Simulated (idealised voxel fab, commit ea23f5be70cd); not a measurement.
A process module follows: voxel double patterning.
Section cut is 195 nm wide and gridded with 5 nm square cells.
Square cells in a grid make up a cross-section in this document, and the grid is given as bands, listed from the top down, each one or more rows of cells.
Quick guide to a band line: top height, bottom height (nm) up front; then every material left to right with its width in nm. Only one material and it's marked "all across"? Then it fills the band edge to edge. And "air" just means empty space.
Counting heights begins at 0, where everything beneath is, in the wafer as received, one material. The lowest band has no bottom; it goes on downwards, as "z 0 and below" shows.
Quick explanation for "30 to 40": the width changes in equal steps down the rows of cells, from the first number in the band's top row to the second number in its bottom row.
"same as before" after a step means that no cell of the cross-section changed.
In the "Closed void entries" entry, you get each enclosed empty space of 8 cells or more, one with no open way to the top, written width x height at distance, distance from the left edge, in nm.
It should be noted that, on the line of a given step, the content following the step's settings is a remark produced by the simulator itself with respect to that step.
Steps that use a mask can have "overlay nm" on their line. It says how far the mask sat to the right of where it was meant to be. Negative means to the left.
## plan
1 RECEIVE,material Si
2 CONFORMAL_DEP,material SiN,thk nm 5
3 DIRECTIONAL_DEP,material SiO2,thk nm 15
4 DIRECTIONAL_DEP,material SiCN,thk nm 5
5 MASKED_ETCH,tone open,mask id FIRST,width nm 15,pitch nm 50,etch materials SiCN,depth nm 5,overlay nm 0
6 PATTERN,tone open,mask id SECOND,material resist,width nm 15,pitch nm 50,thk nm 15,overlay nm 0
7 DIRECTIONAL_ETCH,etch materials SiCN,depth nm 5
8 STRIP,etch materials resist
9 DIRECTIONAL_ETCH,etch materials SiO2,depth nm 15
10 STRIP,etch materials SiCN
## First of the two wafers, run per plan
## Cross-section: wafer on arrival = after step 1
* z 0 and below = Si all across
* Closed void entries: none
## The wafer in cross-section once step 2 is complete
* z 5 to 0 = SiN all across
* Everything under 0 stays put, no change at all.
## The wafer in cross-section once step 3 is complete
* z 20 to 5 = SiO2 all across
* Everything under 5 stays put, no change at all.
## The wafer in cross-section once step 4 is complete
* z 25 to 20 = SiCN all across
* Everything under 20 stays put, no change at all.
## The wafer in cross-section once step 5 is complete
* z 25 to 20 = 40 of SiCN  15 of air  35 of SiCN  15 of air  35 of SiCN  15 of air  40 of SiCN
* Everything under 20 stays put, no change at all.
## The wafer in cross-section once step 6 is complete
* z 40 to 25 = 65 of resist  15 of air  35 of resist  15 of air  65 of resist
* z 25 to 20 = 40 of SiCN  15 of resist  35 of SiCN  15 of resist  35 of SiCN  15 of resist  40 of SiCN
* Everything under 20 stays put, no change at all.
## The wafer in cross-section once step 7 is complete
* z 40 to 25 = 65 of resist  15 of air  35 of resist  15 of air  65 of resist
* z 25 to 20 = 40 of SiCN  15 of resist  10 of SiCN  15 of air  10 of SiCN  15 of resist  10 of SiCN  15 of air  10 of SiCN  15 of resist  40 of SiCN
* Everything under 20 stays put, no change at all.
## The wafer in cross-section once step 8 is complete
* z 25 to 20 = 40 of SiCN  15 of air  10 of SiCN  15 of air  10 of SiCN  15 of air  10 of SiCN  15 of air  10 of SiCN  15 of air  40 of SiCN
* Everything under 20 stays put, no change at all.
## The wafer in cross-section once step 9 is complete
* z 25 to 20 = 40 of SiCN  15 of air  10 of SiCN  15 of air  10 of SiCN  15 of air  10 of SiCN  15 of air  10 of SiCN  15 of air  40 of SiCN
* z 20 to 5 = 40 of SiO2  15 of air  10 of SiO2  15 of air  10 of SiO2  15 of air  10 of SiO2  15 of air  10 of SiO2  15 of air  40 of SiO2
* Everything under 5 stays put, no change at all.
## The wafer in cross-section once step 10 is complete
* z 20 to 5 = 40 of SiO2  15 of air  10 of SiO2  15 of air  10 of SiO2  15 of air  10 of SiO2  15 of air  10 of SiO2  15 of air  40 of SiO2
* Everything under 5 stays put, no change at all.
## The second wafer began exactly as the first did and followed the same plan, but one mistake was made while running it; through step 9 inclusive, the two wafers are identical
Cross-sectional representation of the second wafer at the time designated in the plan for the completion of step 10: same as before
Heads up, the wafer didn't run the way we planned it: heads up, step 10 of the plan was skipped and never actually ran
Heads up, by the end the second wafer has more or fewer cells of some materials compared to the first: 24 more of SiCN
